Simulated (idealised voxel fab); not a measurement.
process module | voxel wiring stack
cross-section cut | 220 nm wide | cells 5 nm
A cross-section is a grid of square cells, given in bands from the top down. A band is one or more rows of cells.
Each band's line starts with the height of the band's top and of its bottom, in nm. Then come its materials from left to right, each with its width in nm. One material with "throughout" fills the band from edge to edge. "air" is empty space.
Height 0 is the level under which the wafer as received is all one material. The lowest band goes on downwards, as in "0 down".
A width such as "30 to 40" changes by the same amount from each row of cells to the next, from the band's top row to its bottom row.
"no change" after a step means that no cell of the cross-section changed.
closed voids: empty space of 8 cells or more with no open way to the top, each as width x height at its distance from the left edge, in nm
after a step's settings: what the simulator itself notes on the step
overlay nm, on a step with a mask: how far to the right of its planned place the mask lay; to the left if negative
plan
1 op RECEIVE | material Si
2 op CONFORMAL_DEP | material SiO2 | thk nm 15
3 op CONFORMAL_DEP | material SiN | thk nm 5
4 op DIRECTIONAL_DEP | material SiO2 | thk nm 25
5 op DIRECTIONAL_DEP | material aC | thk nm 15
6 op PATTERN | tone open | mask id METAL_1 | material resist | width nm 30 | pitch nm 50 | thk nm 35 | overlay nm 0
7 op DIRECTIONAL_ETCH | etch materials aC | depth nm 15
8 op STRIP | etch materials resist
9 op DIRECTIONAL_ETCH | etch materials SiO2 | depth nm 25
10 op DIRECTIONAL_ETCH | etch materials SiN | depth nm 5
11 op STRIP | etch materials aC
12 op CONFORMAL_DEP | material TiN | thk nm 5
13 op FILL_DEP | material W | thk nm 5
14 op CMP | height nm 45
15 op EPI | material Ru | thk nm 5
16 op FILL_DEP | material SiCN | thk nm 5
17 op DIRECTIONAL_DEP | material lowk | thk nm 35
18 op MASKED_ETCH | tone open | mask id METAL_2 | width nm 30 | pitch nm 50 | etch materials lowk | depth nm 20 | overlay nm 0
19 op MASKED_ETCH | tone open | mask id METAL_2_HOLES | width nm 15 | pitch nm 50 | etch materials lowk | depth nm 15 | overlay nm 0
20 op MASKED_ETCH | tone open | mask id METAL_2_HOLES | width nm 15 | pitch nm 50 | etch materials SiCN | depth nm 5 | overlay nm 0
21 op CONFORMAL_DEP | material TiN | thk nm 5
22 op FILL_DEP | material Cu | thk nm 10
23 op CMP | height nm 90
24 op CONFORMAL_DEP | material SiCN | thk nm 5
first wafer, as planned
as received, after step 1
  0 down: Si throughout
  closed voids: none
after step 2
  15 to 0: SiO2 throughout
  below 0: unchanged
after step 3
  20 to 15: SiN throughout
  below 15: unchanged
after step 4
  45 to 20: SiO2 throughout
  below 20: unchanged
after step 5
  60 to 45: aC throughout
  below 45: unchanged
after step 6
  95 to 60: resist 20 | air 30 | resist 20 | air 30 | resist 20 | air 30 | resist 20 | air 30 | resist 20
  below 60: unchanged
after step 7
  80 to 60: resist 20 | air 30 | resist 20 | air 30 | resist 20 | air 30 | resist 20 | air 30 | resist 20
  60 to 45: aC 20 | air 30 | aC 20 | air 30 | aC 20 | air 30 | aC 20 | air 30 | aC 20
  below 45: unchanged
after step 8
  60 to 45: aC 20 | air 30 | aC 20 | air 30 | aC 20 | air 30 | aC 20 | air 30 | aC 20
  below 45: unchanged
after step 9
  60 to 45: aC 20 | air 30 | aC 20 | air 30 | aC 20 | air 30 | aC 20 | air 30 | aC 20
  45 to 20: SiO2 20 | air 30 | SiO2 20 | air 30 | SiO2 20 | air 30 | SiO2 20 | air 30 | SiO2 20
  below 20: unchanged
after step 10
  60 to 45: aC 20 | air 30 | aC 20 | air 30 | aC 20 | air 30 | aC 20 | air 30 | aC 20
  45 to 20: SiO2 20 | air 30 | SiO2 20 | air 30 | SiO2 20 | air 30 | SiO2 20 | air 30 | SiO2 20
  20 to 15: SiN 20 | air 30 | SiN 20 | air 30 | SiN 20 | air 30 | SiN 20 | air 30 | SiN 20
  below 15: unchanged
after step 11
  45 to 20: SiO2 20 | air 30 | SiO2 20 | air 30 | SiO2 20 | air 30 | SiO2 20 | air 30 | SiO2 20
  below 20: unchanged
after step 12
  50 to 45: TiN 25 | air 20 | TiN 30 | air 20 | TiN 30 | air 20 | TiN 30 | air 20 | TiN 25
  45 to 20: SiO2 20 | TiN 5 | air 20 | TiN 5 | SiO2 20 | TiN 5 | air 20 | TiN 5 | SiO2 20 | TiN 5 | air 20 | TiN 5 | SiO2 20 | TiN 5 | air 20 | TiN 5 | SiO2 20
  20 to 15: SiN 20 | TiN 30 | SiN 20 | TiN 30 | SiN 20 | TiN 30 | SiN 20 | TiN 30 | SiN 20
  below 15: unchanged
after step 13
  55 to 50: W throughout
  50 to 45: TiN 25 | W 20 | TiN 30 | W 20 | TiN 30 | W 20 | TiN 30 | W 20 | TiN 25
  45 to 20: SiO2 20 | TiN 5 | W 20 | TiN 5 | SiO2 20 | TiN 5 | W 20 | TiN 5 | SiO2 20 | TiN 5 | W 20 | TiN 5 | SiO2 20 | TiN 5 | W 20 | TiN 5 | SiO2 20
  below 20: unchanged
after step 14
  45 to 20: SiO2 20 | TiN 5 | W 20 | TiN 5 | SiO2 20 | TiN 5 | W 20 | TiN 5 | SiO2 20 | TiN 5 | W 20 | TiN 5 | SiO2 20 | TiN 5 | W 20 | TiN 5 | SiO2 20
  below 20: unchanged
after step 15
  50 to 45: air 15 | Ru 40 | air 10 | Ru 40 | air 10 | Ru 40 | air 10 | Ru 40 | air 15
  below 45: unchanged
after step 16
  55 to 50: SiCN throughout
  50 to 45: SiCN 15 | Ru 40 | SiCN 10 | Ru 40 | SiCN 10 | Ru 40 | SiCN 10 | Ru 40 | SiCN 15
  below 45: unchanged
after step 17
  90 to 55: lowk throughout
  below 55: unchanged
after step 18
  90 to 70: lowk 20 | air 30 | lowk 20 | air 30 | lowk 20 | air 30 | lowk 20 | air 30 | lowk 20
  below 70: unchanged
after step 19
  90 to 70: lowk 20 | air 30 | lowk 20 | air 30 | lowk 20 | air 30 | lowk 20 | air 30 | lowk 20
  70 to 55: lowk 20 | air 15 | lowk 35 | air 15 | lowk 35 | air 15 | lowk 35 | air 15 | lowk 35
  below 55: unchanged
after step 20
  90 to 70: lowk 20 | air 30 | lowk 20 | air 30 | lowk 20 | air 30 | lowk 20 | air 30 | lowk 20
  70 to 55: lowk 20 | air 15 | lowk 35 | air 15 | lowk 35 | air 15 | lowk 35 | air 15 | lowk 35
  55 to 50: SiCN 20 | air 15 | SiCN 35 | air 15 | SiCN 35 | air 15 | SiCN 35 | air 15 | SiCN 35
  below 50: unchanged
after step 21
  95 to 90: TiN 25 | air 20 | TiN 30 | air 20 | TiN 30 | air 20 | TiN 30 | air 20 | TiN 25
  90 to 75: lowk 20 | TiN 5 | air 20 | TiN 5 | lowk 20 | TiN 5 | air 20 | TiN 5 | lowk 20 | TiN 5 | air 20 | TiN 5 | lowk 20 | TiN 5 | air 20 | TiN 5 | lowk 20
  75 to 70: lowk 20 | TiN 5 | air 5 | TiN 20 | lowk 20 | TiN 5 | air 5 | TiN 20 | lowk 20 | TiN 5 | air 5 | TiN 20 | lowk 20 | TiN 5 | air 5 | TiN 20 | lowk 20
  70 to 55: lowk 20 | TiN 5 | air 5 | TiN 5 | lowk 35 | TiN 5 | air 5 | TiN 5 | lowk 35 | TiN 5 | air 5 | TiN 5 | lowk 35 | TiN 5 | air 5 | TiN 5 | lowk 35
  55 to 50: SiCN 20 | TiN 15 | SiCN 35 | TiN 15 | SiCN 35 | TiN 15 | SiCN 35 | TiN 15 | SiCN 35
  below 50: unchanged
after step 22
  105 to 95: Cu throughout
  95 to 90: TiN 25 | Cu 20 | TiN 30 | Cu 20 | TiN 30 | Cu 20 | TiN 30 | Cu 20 | TiN 25
  90 to 75: lowk 20 | TiN 5 | Cu 20 | TiN 5 | lowk 20 | TiN 5 | Cu 20 | TiN 5 | lowk 20 | TiN 5 | Cu 20 | TiN 5 | lowk 20 | TiN 5 | Cu 20 | TiN 5 | lowk 20
  75 to 70: lowk 20 | TiN 5 | Cu 5 | TiN 20 | lowk 20 | TiN 5 | Cu 5 | TiN 20 | lowk 20 | TiN 5 | Cu 5 | TiN 20 | lowk 20 | TiN 5 | Cu 5 | TiN 20 | lowk 20
  70 to 55: lowk 20 | TiN 5 | Cu 5 | TiN 5 | lowk 35 | TiN 5 | Cu 5 | TiN 5 | lowk 35 | TiN 5 | Cu 5 | TiN 5 | lowk 35 | TiN 5 | Cu 5 | TiN 5 | lowk 35
  below 55: unchanged
after step 23
  90 to 75: lowk 20 | TiN 5 | Cu 20 | TiN 5 | lowk 20 | TiN 5 | Cu 20 | TiN 5 | lowk 20 | TiN 5 | Cu 20 | TiN 5 | lowk 20 | TiN 5 | Cu 20 | TiN 5 | lowk 20
  below 75: unchanged
after step 24
  95 to 90: SiCN throughout
  below 90: unchanged
second wafer: like start, like plan, one mistake. Through step 12 it matches the first wafer
when step 13 should have ended
  55 to 50: SiO2 throughout
  50 to 45: TiN 25 | SiO2 20 | TiN 30 | SiO2 20 | TiN 30 | SiO2 20 | TiN 30 | SiO2 20 | TiN 25
  45 to 20: SiO2 20 | TiN 5 | SiO2 20 | TiN 5 | SiO2 20 | TiN 5 | SiO2 20 | TiN 5 | SiO2 20 | TiN 5 | SiO2 20 | TiN 5 | SiO2 20 | TiN 5 | SiO2 20 | TiN 5 | SiO2 20
  below 20: unchanged
when step 14 should have ended
  45 to 20: SiO2 20 | TiN 5 | SiO2 20 | TiN 5 | SiO2 20 | TiN 5 | SiO2 20 | TiN 5 | SiO2 20 | TiN 5 | SiO2 20 | TiN 5 | SiO2 20 | TiN 5 | SiO2 20 | TiN 5 | SiO2 20
  below 20: unchanged
when step 15 should have ended
  50 to 45: air 15 | Ru 15 | air 10 | Ru 15 | air 10 | Ru 15 | air 10 | Ru 15 | air 10 | Ru 15 | air 10 | Ru 15 | air 10 | Ru 15 | air 10 | Ru 15 | air 15
  below 45: unchanged
when step 16 should have ended
  55 to 50: SiCN throughout
  50 to 45: SiCN 15 | Ru 15 | SiCN 10 | Ru 15 | SiCN 10 | Ru 15 | SiCN 10 | Ru 15 | SiCN 10 | Ru 15 | SiCN 10 | Ru 15 | SiCN 10 | Ru 15 | SiCN 10 | Ru 15 | SiCN 15
  below 45: unchanged
when step 17 should have ended
  90 to 55: lowk throughout
  below 55: unchanged
when step 18 should have ended
  90 to 70: lowk 20 | air 30 | lowk 20 | air 30 | lowk 20 | air 30 | lowk 20 | air 30 | lowk 20
  below 70: unchanged
when step 19 should have ended
  90 to 70: lowk 20 | air 30 | lowk 20 | air 30 | lowk 20 | air 30 | lowk 20 | air 30 | lowk 20
  70 to 55: lowk 20 | air 15 | lowk 35 | air 15 | lowk 35 | air 15 | lowk 35 | air 15 | lowk 35
  below 55: unchanged
when step 20 should have ended
  90 to 70: lowk 20 | air 30 | lowk 20 | air 30 | lowk 20 | air 30 | lowk 20 | air 30 | lowk 20
  70 to 55: lowk 20 | air 15 | lowk 35 | air 15 | lowk 35 | air 15 | lowk 35 | air 15 | lowk 35
  55 to 50: SiCN 20 | air 15 | SiCN 35 | air 15 | SiCN 35 | air 15 | SiCN 35 | air 15 | SiCN 35
  below 50: unchanged
when step 21 should have ended
  95 to 90: TiN 25 | air 20 | TiN 30 | air 20 | TiN 30 | air 20 | TiN 30 | air 20 | TiN 25
  90 to 75: lowk 20 | TiN 5 | air 20 | TiN 5 | lowk 20 | TiN 5 | air 20 | TiN 5 | lowk 20 | TiN 5 | air 20 | TiN 5 | lowk 20 | TiN 5 | air 20 | TiN 5 | lowk 20
  75 to 70: lowk 20 | TiN 5 | air 5 | TiN 20 | lowk 20 | TiN 5 | air 5 | TiN 20 | lowk 20 | TiN 5 | air 5 | TiN 20 | lowk 20 | TiN 5 | air 5 | TiN 20 | lowk 20
  70 to 55: lowk 20 | TiN 5 | air 5 | TiN 5 | lowk 35 | TiN 5 | air 5 | TiN 5 | lowk 35 | TiN 5 | air 5 | TiN 5 | lowk 35 | TiN 5 | air 5 | TiN 5 | lowk 35
  55 to 50: SiCN 20 | TiN 15 | SiCN 35 | TiN 15 | SiCN 35 | TiN 15 | SiCN 35 | TiN 15 | SiCN 35
  below 50: unchanged
when step 22 should have ended
  105 to 95: Cu throughout
  95 to 90: TiN 25 | Cu 20 | TiN 30 | Cu 20 | TiN 30 | Cu 20 | TiN 30 | Cu 20 | TiN 25
  90 to 75: lowk 20 | TiN 5 | Cu 20 | TiN 5 | lowk 20 | TiN 5 | Cu 20 | TiN 5 | lowk 20 | TiN 5 | Cu 20 | TiN 5 | lowk 20 | TiN 5 | Cu 20 | TiN 5 | lowk 20
  75 to 70: lowk 20 | TiN 5 | Cu 5 | TiN 20 | lowk 20 | TiN 5 | Cu 5 | TiN 20 | lowk 20 | TiN 5 | Cu 5 | TiN 20 | lowk 20 | TiN 5 | Cu 5 | TiN 20 | lowk 20
  70 to 55: lowk 20 | TiN 5 | Cu 5 | TiN 5 | lowk 35 | TiN 5 | Cu 5 | TiN 5 | lowk 35 | TiN 5 | Cu 5 | TiN 5 | lowk 35 | TiN 5 | Cu 5 | TiN 5 | lowk 35
  below 55: unchanged
when step 23 should have ended
  90 to 75: lowk 20 | TiN 5 | Cu 20 | TiN 5 | lowk 20 | TiN 5 | Cu 20 | TiN 5 | lowk 20 | TiN 5 | Cu 20 | TiN 5 | lowk 20 | TiN 5 | Cu 20 | TiN 5 | lowk 20
  below 75: unchanged
when step 24 should have ended
  95 to 90: SiCN throughout
  below 90: unchanged
what went wrong: step 13 ran as: op FILL_DEP | material SiO2 | thk nm 5
at the end the second wafer has, in cells: 8 fewer of Ru | 8 more of SiCN | 80 more of SiO2 | 80 fewer of W
